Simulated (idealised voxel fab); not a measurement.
Process module heading - voxel wiring stack
It is cross-section cut that appears here, measuring 195 nm in width, its square cells being 5 nm in size.
Each cross-section below is a grid of square cells, stated as bands in top-down order, with one or more rows of cells making up each band. Each band's line starts with the height of the band's top and of its bottom, in nm. Then come its materials from left to right, each with its width in nm. One material with "all across" fills the band from edge to edge. "blank" is empty space. Ref level 0: as-received wafer is one material below here. Bottom band extends down with no lower bound ("top 0, no bottom"). Think of "30..40" as a width that walks from the first number to the second as you go down the band, top row to bottom row, taking equal-sized steps from row to row. Where a step carries "no change occurred", the cross-section came out of it unchanged, cell for cell. "Fully closed voids": empty spaces of 8 cells or more with no open way to the top, each given as width x height at distance, distance from the left edge, all in nm. Heads up: the bit after the settings on a step's line is the simulator's remark on that step. "overlay nm" denotes, for a step that has a mask, the displacement of the mask to the right of its planned place, with negative values corresponding to the left.
-- Planned step list for the process
- 1: RECEIVE, material Si
- 2: CONFORMAL_DEP, material SiO2, thk nm 15
- 3: CONFORMAL_DEP, material SiN, thk nm 5
- 4: DIRECTIONAL_DEP, material SiO2, thk nm 25
- 5: DIRECTIONAL_DEP, material aC, thk nm 10
- 6: PATTERN, tone open, mask id METAL_1, material resist, width nm 25, pitch nm 45, thk nm 25, overlay nm 0
- 7: DIRECTIONAL_ETCH, etch materials aC, depth nm 10
- 8: STRIP, etch materials resist
- 9: DIRECTIONAL_ETCH, etch materials SiO2, depth nm 25
- 10: DIRECTIONAL_ETCH, etch materials SiN, depth nm 5
- 11: STRIP, etch materials aC
- 12: CONFORMAL_DEP, material TiN, thk nm 5
- 13: FILL_DEP, material Ru, thk nm 5
- 14: CMP, height nm 45
- 15: EPI, material Ru, thk nm 5
- 16: FILL_DEP, material SiCN, thk nm 5
- 17: DIRECTIONAL_DEP, material SiO2, thk nm 30
- 18: DIRECTIONAL_DEP, material aC, thk nm 15
- 19: PATTERN, tone open, mask id METAL_2, material resist, width nm 25, pitch nm 45, thk nm 30, overlay nm 0
- 20: DIRECTIONAL_ETCH, etch materials aC, depth nm 15
- 21: STRIP, etch materials resist
- 22: DIRECTIONAL_ETCH, etch materials SiO2, depth nm 15
- 23: STRIP, etch materials aC
- 24: DIRECTIONAL_DEP, material aC, thk nm 10
- 25: PATTERN, tone open, mask id METAL_2_HOLES, material resist, width nm 15, pitch nm 90, thk nm 30, overlay nm 0
- 26: DIRECTIONAL_ETCH, etch materials aC, depth nm 10
- 27: STRIP, etch materials resist
- 28: DIRECTIONAL_ETCH, etch materials SiO2, depth nm 15
- 29: DIRECTIONAL_ETCH, etch materials SiCN, depth nm 5
- 30: STRIP, etch materials aC
- 31: CONFORMAL_DEP, material TiN, thk nm 5
- 32: FILL_DEP, material Cu, thk nm 5
- 33: CMP, height nm 85
- 34: CONFORMAL_DEP, material SiCN, thk nm 5
- 35: DIRECTIONAL_DEP, material lowk, thk nm 10
- 36: DIRECTIONAL_DEP, material aC, thk nm 15
- 37: PATTERN, tone open, mask id PLUG_2, material resist, width nm 15, pitch nm 45, thk nm 30, overlay nm 0
- 38: DIRECTIONAL_ETCH, etch materials aC, depth nm 15
- 39: STRIP, etch materials resist
- 40: DIRECTIONAL_ETCH, etch materials lowk, depth nm 10
- 41: DIRECTIONAL_ETCH, etch materials SiCN, depth nm 5
- 42: STRIP, etch materials aC
- 43: CONFORMAL_DEP, material TiN, thk nm 5
- 44: FILL_DEP, material Ru, thk nm 10
- 45: CMP, height nm 100
- 46: DIRECTIONAL_DEP, material TiN, thk nm 5
- 47: DIRECTIONAL_DEP, material W, thk nm 15
- 48: MASKED_ETCH, tone cover, mask id METAL_3, width nm 25, pitch nm 45, etch materials W, depth nm 15, overlay nm 0
- 49: MASKED_ETCH, tone cover, mask id METAL_3, width nm 15, pitch nm 45, etch materials TiN, depth nm 5, overlay nm 0
- 50: CONFORMAL_DEP, material SiN, thk nm 5
- 51: FILL_DEP, material lowk, thk nm 5
- 52: CMP, height nm 120
- 53: CONFORMAL_DEP, material SiN, thk nm 5
The wafers in this document start out alike and differ in the width nm applied at step 49; the plan shows the value used for the first wafer.
-- As received, i.e. after step 1: cross-section through the first of several wafers
    top 0, no bottom: Si all across
    Fully closed voids: none
-- First wafer of several, cross-section, module end, after step 53 (last)
    top 125, bottom 120: SiN all across
    top 120, bottom 105: 35 of lowk  5 of SiN  25 of W  5 of SiN  10 of lowk  5 of SiN  25 of W  5 of SiN  10 of lowk  5 of SiN  25 of W  5 of SiN  35 of lowk
    top 105, bottom 100: 40 of SiN  25 of TiN  20 of SiN  25 of TiN  20 of SiN  25 of TiN  40 of SiN
    top 100, bottom 90: 40 of lowk  5 of TiN  5 of Ru  5 of TiN  30 of lowk  5 of TiN  5 of Ru  5 of TiN  30 of lowk  5 of TiN  5 of Ru  5 of TiN  50 of lowk
    top 90, bottom 85: 40 of SiCN  15 of TiN  30 of SiCN  15 of TiN  30 of SiCN  15 of TiN  50 of SiCN
    top 85, bottom 75: 40 of SiO2  5 of TiN  15 of Cu  5 of TiN  20 of SiO2  5 of TiN  15 of Cu  5 of TiN  20 of SiO2  5 of TiN  15 of Cu  5 of TiN  40 of SiO2
    top 75, bottom 70: 40 of SiO2  5 of TiN  5 of Cu  15 of TiN  20 of SiO2  25 of TiN  20 of SiO2  5 of TiN  5 of Cu  15 of TiN  40 of SiO2
    top 70, bottom 55: 40 of SiO2  5 of TiN  5 of Cu  5 of TiN  75 of SiO2  5 of TiN  5 of Cu  5 of TiN  50 of SiO2
    top 55, bottom 50: 40 of SiCN  15 of TiN  75 of SiCN  15 of TiN  50 of SiCN
    top 50, bottom 45: 35 of SiCN  35 of Ru  10 of SiCN  35 of Ru  10 of SiCN  35 of Ru  35 of SiCN
    top 45, bottom 20: 40 of SiO2  5 of TiN  15 of Ru  5 of TiN  20 of SiO2  5 of TiN  15 of Ru  5 of TiN  20 of SiO2  5 of TiN  15 of Ru  5 of TiN  40 of SiO2
    top 20, bottom 15: 40 of SiN  25 of TiN  20 of SiN  25 of TiN  20 of SiN  25 of TiN  40 of SiN
    top 15, bottom 0: SiO2 all across
    top 0, no bottom: Si all across
    Fully closed voids: none
-- Cross-section of the final wafer among several, taken at the end of the module
    top 125, bottom 120: SiN all across
    top 120, bottom 110: 35 of lowk  5 of SiN  25 of W  5 of SiN  10 of lowk  5 of SiN  25 of W  5 of SiN  10 of lowk  5 of SiN  25 of W  5 of SiN  35 of lowk
    top 110, bottom 105: 35 of lowk  5 of SiN  25 of W  10 of SiN  5 of lowk  5 of SiN  25 of W  10 of SiN  5 of lowk  5 of SiN  25 of W  10 of SiN  30 of lowk
    top 105, bottom 100: 40 of SiN  30 of TiN  15 of SiN  30 of TiN  15 of SiN  30 of TiN  35 of SiN
    top 100, bottom 90: 40 of lowk  5 of TiN  5 of Ru  5 of TiN  30 of lowk  5 of TiN  5 of Ru  5 of TiN  30 of lowk  5 of TiN  5 of Ru  5 of TiN  50 of lowk
    top 90, bottom 85: 40 of SiCN  15 of TiN  30 of SiCN  15 of TiN  30 of SiCN  15 of TiN  50 of SiCN
    top 85, bottom 75: 40 of SiO2  5 of TiN  15 of Cu  5 of TiN  20 of SiO2  5 of TiN  15 of Cu  5 of TiN  20 of SiO2  5 of TiN  15 of Cu  5 of TiN  40 of SiO2
    top 75, bottom 70: 40 of SiO2  5 of TiN  5 of Cu  15 of TiN  20 of SiO2  25 of TiN  20 of SiO2  5 of TiN  5 of Cu  15 of TiN  40 of SiO2
    top 70, bottom 55: 40 of SiO2  5 of TiN  5 of Cu  5 of TiN  75 of SiO2  5 of TiN  5 of Cu  5 of TiN  50 of SiO2
    top 55, bottom 50: 40 of SiCN  15 of TiN  75 of SiCN  15 of TiN  50 of SiCN
    top 50, bottom 45: 35 of SiCN  35 of Ru  10 of SiCN  35 of Ru  10 of SiCN  35 of Ru  35 of SiCN
    top 45, bottom 20: 40 of SiO2  5 of TiN  15 of Ru  5 of TiN  20 of SiO2  5 of TiN  15 of Ru  5 of TiN  20 of SiO2  5 of TiN  15 of Ru  5 of TiN  40 of SiO2
    top 20, bottom 15: 40 of SiN  25 of TiN  20 of SiN  25 of TiN  20 of SiN  25 of TiN  40 of SiN
    top 15, bottom 0: SiO2 all across
    top 0, no bottom: Si all across
    Fully closed voids: none
-- Every row in this table is a wafer at the end of the module, and it gives, for each of the materials, the cells that wafer has gained (+) or lost (-) since it was received, then its closed voids
width nm 15; +26 Cu; +72 Ru; +81 SiCN; +105 SiN; +408 SiO2; +124 TiN; +45 W; +114 lowk; Fully closed voids: none
width nm 20; +26 Cu; +72 Ru; +81 SiCN; +105 SiN; +408 SiO2; +124 TiN; +45 W; +114 lowk; Fully closed voids: none
width nm 25; +26 Cu; +72 Ru; +81 SiCN; +105 SiN; +408 SiO2; +124 TiN; +45 W; +114 lowk; Fully closed voids: none
width nm 30; +26 Cu; +72 Ru; +81 SiCN; +105 SiN; +408 SiO2; +127 TiN; +45 W; +111 lowk; Fully closed voids: none
